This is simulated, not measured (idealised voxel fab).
process module | voxel fin reveal
cross-section cut | 185 nm wide | cells 5 nm
A cross-section is a grid of square cells, given in bands from the top down. A band is one or more rows of cells.
Each band's line starts with the height of the band's top and of its bottom, in nm. Then come its materials from left to right, each with its width in nm. One material with "throughout" fills the band from edge to edge. "air" is empty space.
Height 0 is the level under which the wafer as received is all one material. The lowest band goes on downwards, as in "0 down".
A width such as "30 to 40" changes by the same amount from each row of cells to the next, from the band's top row to its bottom row.
"no change" after a step means that no cell of the cross-section changed.
closed voids: empty space of 8 cells or more with no open way to the top, each as width x height at its distance from the left edge, in nm
after a step's settings: what the simulator itself notes on the step
overlay nm, on a step with a mask: how far to the right of its planned place the mask lay; to the left if negative
plan
1 op RECEIVE | material Si
2 op CONFORMAL_DEP | material SiN | thk nm 10
3 op MASKED_ETCH | tone cover | mask id FINS | width nm 15 | pitch nm 35 | etch materials SiN | depth nm 10 | overlay nm 0
4 op MASKED_ETCH | tone cover | mask id FINS | width nm 15 | pitch nm 35 | etch materials Si | depth nm 40 | overlay nm 0
5 op FILL_DEP | material SiO2 | thk nm 5
6 op CMP | height nm 10
7 op SELECTIVE_ETCH | etch materials SiO2 | depth nm 30
8 op STRIP | etch materials SiN
9 op CONFORMAL_DEP | material HfO2 | thk nm 5
as received, after step 1
  0 down: Si throughout
  closed voids: none
a wafer at the end: this start, this plan, one mistake
  5 to 0: air 60 | HfO2 25 | air 10 | HfO2 25 | air 65
  0 to -15: air 60 | HfO2 5 | Si 15 | HfO2 5 | air 10 | HfO2 5 | Si 15 | HfO2 5 | air 65
  -15 to -20: HfO2 65 | Si 15 | HfO2 20 | Si 15 | HfO2 70
  -20 to -80: SiO2 65 | Si 15 | SiO2 20 | Si 15 | SiO2 70
  -80 down: Si throughout
  closed voids: none
what went wrong: step 4 was run twice
